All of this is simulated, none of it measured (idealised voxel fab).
process module | voxel capacitor over wiring
cross-section cut | 220 nm wide | cells 5 nm
A cross-section is a grid of square cells, given in bands from the top down. A band is one or more rows of cells.
Each band's line starts with the height of the band's top and of its bottom, in nm. Then come its materials from left to right, each with its width in nm. One material with "throughout" fills the band from edge to edge. "air" is empty space.
Height 0 is the level under which the wafer as received is all one material. The lowest band goes on downwards, as in "0 down".
A width such as "30 to 40" changes by the same amount from each row of cells to the next, from the band's top row to its bottom row.
"no change" after a step means that no cell of the cross-section changed.
closed voids: empty space of 8 cells or more with no open way to the top, each as width x height at its distance from the left edge, in nm
after a step's settings: what the simulator itself notes on the step
overlay nm, on a step with a mask: how far to the right of its planned place the mask lay; to the left if negative
plan
1 op RECEIVE | material Si
2 op CONFORMAL_DEP | material SiO2 | thk nm 15
3 op CONFORMAL_DEP | material SiN | thk nm 5
4 op DIRECTIONAL_DEP | material SiO2 | thk nm 25
5 op MASKED_ETCH | tone open | mask id METAL_1 | width nm 20 | pitch nm 80 | etch materials SiO2 | depth nm 25 | overlay nm 0
6 op MASKED_ETCH | tone open | mask id METAL_1 | width nm 20 | pitch nm 80 | etch materials SiN | depth nm 5 | overlay nm 0
7 op CONFORMAL_DEP | material TiN | thk nm 5
8 op FILL_DEP | material Ru | thk nm 10
9 op CMP | height nm 45
10 op EPI | material Ru | thk nm 5
11 op FILL_DEP | material SiCN | thk nm 5
12 op DIRECTIONAL_DEP | material lowk | thk nm 10
13 op MASKED_ETCH | tone open | mask id PLUG_1 | width nm 15 | etch materials lowk | depth nm 10 | overlay nm 0
14 op MASKED_ETCH | tone open | mask id PLUG_1 | width nm 15 | etch materials SiCN | depth nm 5 | overlay nm 0
15 op EPI | material Ru | thk nm 10
16 op EPI | material Ru | thk nm 5
17 op DIRECTIONAL_DEP | material TiN | thk nm 10
18 op DIRECTIONAL_DEP | material Al2O3 | thk nm 5
19 op DIRECTIONAL_DEP | material TiN | thk nm 10
20 op PATTERN | tone cover | mask id UPPER_PLATE | material resist | width nm 65 | thk nm 20 | overlay nm 0
21 op DIRECTIONAL_ETCH | etch materials TiN | depth nm 10
22 op DIRECTIONAL_ETCH | etch materials Al2O3 | depth nm 5
23 op STRIP | etch materials resist
24 op DIRECTIONAL_DEP | material aC | thk nm 15
25 op PATTERN | tone cover | mask id LOWER_PLATE | material resist | width nm 75 | thk nm 30 | overlay nm 0
26 op DIRECTIONAL_ETCH | etch materials aC | depth nm 15
27 op STRIP | etch materials resist
28 op DIRECTIONAL_ETCH | etch materials TiN | depth nm 10
29 op STRIP | etch materials aC
30 op FILL_DEP | material SiO2 | thk nm 15
31 op CMP | height nm 100
32 op DIRECTIONAL_DEP | material aC | thk nm 15
33 op PATTERN | tone open | mask id PLUG_2 | material resist | width nm 15 | thk nm 35 | overlay nm 0
34 op DIRECTIONAL_ETCH | etch materials aC | depth nm 15
35 op STRIP | etch materials resist
36 op DIRECTIONAL_ETCH | etch materials SiO2 | depth nm 10
37 op STRIP | etch materials aC
38 op CONFORMAL_DEP | material TiN | thk nm 5
39 op FILL_DEP | material Ru | thk nm 5
40 op CMP | height nm 100
41 op CONFORMAL_DEP | material SiN | thk nm 5
first wafer, as planned
as received, after step 1
  0 down: Si throughout
  closed voids: none
after step 2
  15 to 0: SiO2 throughout
  below 0: unchanged
after step 3
  20 to 15: SiN throughout
  below 15: unchanged
after step 4
  45 to 20: SiO2 throughout
  below 20: unchanged
after step 5
  45 to 20: SiO2 60 | air 20 | SiO2 60 | air 20 | SiO2 60
  below 20: unchanged
after step 6
  45 to 20: SiO2 60 | air 20 | SiO2 60 | air 20 | SiO2 60
  20 to 15: SiN 60 | air 20 | SiN 60 | air 20 | SiN 60
  below 15: unchanged
after step 7
  50 to 45: TiN 65 | air 10 | TiN 70 | air 10 | TiN 65
  45 to 20: SiO2 60 | TiN 5 | air 10 | TiN 5 | SiO2 60 | TiN 5 | air 10 | TiN 5 | SiO2 60
  20 to 15: SiN 60 | TiN 20 | SiN 60 | TiN 20 | SiN 60
  below 15: unchanged
after step 8
  60 to 50: Ru throughout
  50 to 45: TiN 65 | Ru 10 | TiN 70 | Ru 10 | TiN 65
  45 to 20: SiO2 60 | TiN 5 | Ru 10 | TiN 5 | SiO2 60 | TiN 5 | Ru 10 | TiN 5 | SiO2 60
  below 20: unchanged
after step 9
  45 to 20: SiO2 60 | TiN 5 | Ru 10 | TiN 5 | SiO2 60 | TiN 5 | Ru 10 | TiN 5 | SiO2 60
  below 20: unchanged
after step 10
  50 to 45: air 55 | Ru 30 | air 50 | Ru 30 | air 55
  below 45: unchanged
after step 11
  55 to 50: SiCN throughout
  50 to 45: SiCN 55 | Ru 30 | SiCN 50 | Ru 30 | SiCN 55
  below 45: unchanged
after step 12
  65 to 55: lowk throughout
  below 55: unchanged
after step 13
  65 to 55: lowk 65 | air 15 | lowk 140
  below 55: unchanged
after step 14
  65 to 55: lowk 65 | air 15 | lowk 140
  55 to 50: SiCN 65 | air 15 | SiCN 140
  below 50: unchanged
after step 15
  65 to 60: lowk 65 | air 15 | lowk 140
  60 to 55: lowk 65 | Ru 15 | lowk 140
  55 to 50: SiCN 65 | Ru 15 | SiCN 140
  below 50: unchanged
after step 16
  65 to 55: lowk 65 | Ru 15 | lowk 140
  below 55: unchanged
after step 17
  75 to 65: TiN throughout
  below 65: unchanged
after step 18
  80 to 75: Al2O3 throughout
  below 75: unchanged
after step 19
  90 to 80: TiN throughout
  below 80: unchanged
after step 20
  110 to 90: air 65 | resist 65 | air 90
  below 90: unchanged
after step 21
  110 to 90: air 65 | resist 65 | air 90
  90 to 80: air 65 | TiN 65 | air 90
  below 80: unchanged
after step 22
  110 to 90: air 65 | resist 65 | air 90
  90 to 80: air 65 | TiN 65 | air 90
  80 to 75: air 65 | Al2O3 65 | air 90
  below 75: unchanged
after step 23
  90 to 80: air 65 | TiN 65 | air 90
  below 80: unchanged
after step 24
  105 to 90: air 65 | aC 65 | air 90
  90 to 80: aC 65 | TiN 65 | aC 90
  80 to 75: aC 65 | Al2O3 65 | aC 90
  below 75: unchanged
after step 25
  135 to 105: air 60 | resist 75 | air 85
  105 to 90: air 60 | resist 5 | aC 65 | resist 5 | air 85
  below 90: unchanged
after step 26
  120 to 105: air 60 | resist 75 | air 85
  105 to 90: air 60 | resist 5 | aC 65 | resist 5 | air 85
  90 to 80: air 60 | aC 5 | TiN 65 | aC 5 | air 85
  80 to 75: air 60 | aC 5 | Al2O3 65 | aC 5 | air 85
  below 75: unchanged
after step 27
  105 to 90: air 65 | aC 65 | air 90
  below 90: unchanged
after step 28
  105 to 90: air 65 | aC 65 | air 90
  90 to 80: air 60 | aC 5 | TiN 65 | aC 5 | air 85
  80 to 75: air 60 | aC 5 | Al2O3 65 | aC 5 | air 85
  75 to 65: air 60 | TiN 75 | air 85
  below 65: unchanged
after step 29
  90 to 80: air 65 | TiN 65 | air 90
  80 to 75: air 65 | Al2O3 65 | air 90
  below 75: unchanged
after step 30
  105 to 90: SiO2 throughout
  90 to 80: SiO2 65 | TiN 65 | SiO2 90
  80 to 75: SiO2 65 | Al2O3 65 | SiO2 90
  75 to 65: SiO2 60 | TiN 75 | SiO2 85
  below 65: unchanged
after step 31
  100 to 90: SiO2 throughout
  below 90: unchanged
after step 32
  115 to 100: aC throughout
  below 100: unchanged
after step 33
  150 to 115: resist 75 | air 15 | resist 130
  below 115: unchanged
after step 34
  135 to 115: resist 75 | air 15 | resist 130
  115 to 100: aC 75 | air 15 | aC 130
  below 100: unchanged
after step 35
  115 to 100: aC 75 | air 15 | aC 130
  below 100: unchanged
after step 36
  115 to 100: aC 75 | air 15 | aC 130
  100 to 90: SiO2 75 | air 15 | SiO2 130
  below 90: unchanged
after step 37
  100 to 90: SiO2 75 | air 15 | SiO2 130
  below 90: unchanged
after step 38
  105 to 100: TiN 80 | air 5 | TiN 135
  100 to 95: SiO2 75 | TiN 5 | air 5 | TiN 5 | SiO2 130
  95 to 90: SiO2 75 | TiN 15 | SiO2 130
  below 90: unchanged
after step 39
  110 to 105: Ru throughout
  105 to 100: TiN 80 | Ru 5 | TiN 135
  100 to 95: SiO2 75 | TiN 5 | Ru 5 | TiN 5 | SiO2 130
  below 95: unchanged
after step 40
  100 to 95: SiO2 75 | TiN 5 | Ru 5 | TiN 5 | SiO2 130
  below 95: unchanged
after step 41
  105 to 100: SiN throughout
  below 100: unchanged
second wafer: like start, like plan, one mistake. Through step 14 it matches the first wafer
when step 15 should have ended
  70 to 65: air 60 | Ru 25 | air 135
  65 to 55: lowk 65 | Ru 15 | lowk 140
  55 to 50: SiCN 65 | Ru 15 | SiCN 140
  below 50: unchanged
when step 16 should have ended
  75 to 65: air 55 | Ru 35 | air 130
  below 65: unchanged
when step 17 should have ended
  85 to 75: air 55 | TiN 35 | air 130
  75 to 65: TiN 55 | Ru 35 | TiN 130
  below 65: unchanged
when step 18 should have ended
  90 to 85: air 55 | Al2O3 35 | air 130
  85 to 80: air 55 | TiN 35 | air 130
  80 to 75: Al2O3 55 | TiN 35 | Al2O3 130
  below 75: unchanged
when step 19 should have ended
  100 to 90: air 55 | TiN 35 | air 130
  90 to 85: TiN 55 | Al2O3 35 | TiN 130
  85 to 80: TiN throughout
  below 80: unchanged
when step 20 should have ended
  120 to 100: air 65 | resist 65 | air 90
  100 to 90: air 55 | TiN 35 | resist 40 | air 90
  below 90: unchanged
when step 21 should have ended
  120 to 100: air 65 | resist 65 | air 90
  100 to 90: air 65 | TiN 25 | resist 40 | air 90
  90 to 85: air 55 | Al2O3 35 | TiN 40 | air 90
  85 to 80: air 55 | TiN 75 | air 90
  below 80: unchanged
when step 22 should have ended
  120 to 100: air 65 | resist 65 | air 90
  100 to 90: air 65 | TiN 25 | resist 40 | air 90
  90 to 85: air 65 | Al2O3 25 | TiN 40 | air 90
  85 to 80: air 55 | TiN 75 | air 90
  80 to 75: air 55 | TiN 35 | Al2O3 40 | air 90
  below 75: unchanged
when step 23 should have ended
  100 to 90: air 65 | TiN 25 | air 130
  below 90: unchanged
when step 24 should have ended
  115 to 105: air 65 | aC 25 | air 130
  105 to 100: air 65 | aC 65 | air 90
  100 to 90: air 55 | aC 10 | TiN 25 | aC 40 | air 90
  90 to 85: aC 65 | Al2O3 25 | TiN 40 | aC 90
  85 to 80: aC 55 | TiN 75 | aC 90
  80 to 75: aC 55 | TiN 35 | Al2O3 40 | aC 90
  below 75: unchanged
when step 25 should have ended
  145 to 115: air 60 | resist 75 | air 85
  115 to 105: air 60 | resist 5 | aC 25 | resist 45 | air 85
  105 to 100: air 60 | resist 5 | aC 65 | resist 5 | air 85
  100 to 90: air 55 | aC 10 | TiN 25 | aC 40 | resist 5 | air 85
  below 90: unchanged
when step 26 should have ended
  130 to 115: air 60 | resist 75 | air 85
  115 to 105: air 60 | resist 5 | aC 25 | resist 45 | air 85
  105 to 100: air 60 | resist 5 | aC 65 | resist 5 | air 85
  100 to 90: air 60 | aC 5 | TiN 25 | aC 40 | resist 5 | air 85
  90 to 85: air 60 | aC 5 | Al2O3 25 | TiN 40 | aC 5 | air 85
  85 to 80: air 55 | TiN 75 | aC 5 | air 85
  80 to 75: air 55 | TiN 35 | Al2O3 40 | aC 5 | air 85
  below 75: unchanged
when step 27 should have ended
  115 to 105: air 65 | aC 25 | air 130
  105 to 100: air 65 | aC 65 | air 90
  100 to 90: air 60 | aC 5 | TiN 25 | aC 40 | air 90
  below 90: unchanged
when step 28 should have ended
  115 to 105: air 65 | aC 25 | air 130
  105 to 100: air 65 | aC 65 | air 90
  100 to 90: air 60 | aC 5 | TiN 25 | aC 40 | air 90
  90 to 85: air 60 | aC 5 | Al2O3 25 | TiN 40 | aC 5 | air 85
  85 to 80: air 60 | TiN 70 | aC 5 | air 85
  80 to 75: air 60 | TiN 30 | Al2O3 40 | aC 5 | air 85
  75 to 65: air 55 | Ru 35 | TiN 45 | air 85
  below 65: unchanged
when step 29 should have ended
  100 to 90: air 65 | TiN 25 | air 130
  90 to 85: air 65 | Al2O3 25 | TiN 40 | air 90
  85 to 80: air 60 | TiN 70 | air 90
  80 to 75: air 60 | TiN 30 | Al2O3 40 | air 90
  below 75: unchanged
when step 30 should have ended
  115 to 100: SiO2 throughout
  100 to 90: SiO2 65 | TiN 25 | SiO2 130
  90 to 85: SiO2 65 | Al2O3 25 | TiN 40 | SiO2 90
  85 to 80: SiO2 60 | TiN 70 | SiO2 90
  80 to 75: SiO2 60 | TiN 30 | Al2O3 40 | SiO2 90
  75 to 65: SiO2 55 | Ru 35 | TiN 45 | SiO2 85
  below 65: unchanged
when step 31 should have ended
  100 to 90: SiO2 65 | TiN 25 | SiO2 130
  below 90: unchanged
when step 32 should have ended
  115 to 100: aC throughout
  below 100: unchanged
when step 33 should have ended
  150 to 115: resist 75 | air 15 | resist 130
  below 115: unchanged
when step 34 should have ended
  135 to 115: resist 75 | air 15 | resist 130
  115 to 100: aC 75 | air 15 | aC 130
  below 100: unchanged
when step 35 should have ended
  115 to 100: aC 75 | air 15 | aC 130
  below 100: unchanged
when step 36 should have ended: no change
when step 37 should have ended
  100 to 90: SiO2 65 | TiN 25 | SiO2 130
  below 90: unchanged
when step 38 should have ended
  105 to 100: TiN throughout
  below 100: unchanged
when step 39 should have ended
  110 to 105: Ru throughout
  below 105: unchanged
when step 40 should have ended
  100 to 90: SiO2 65 | TiN 25 | SiO2 130
  below 90: unchanged
when step 41 should have ended
  105 to 100: SiN throughout
  below 100: unchanged
what went wrong: step 15 was run twice
at the end the second wafer has, in cells: 13 more of Ru | 8 fewer of SiO2 | 5 fewer of TiN
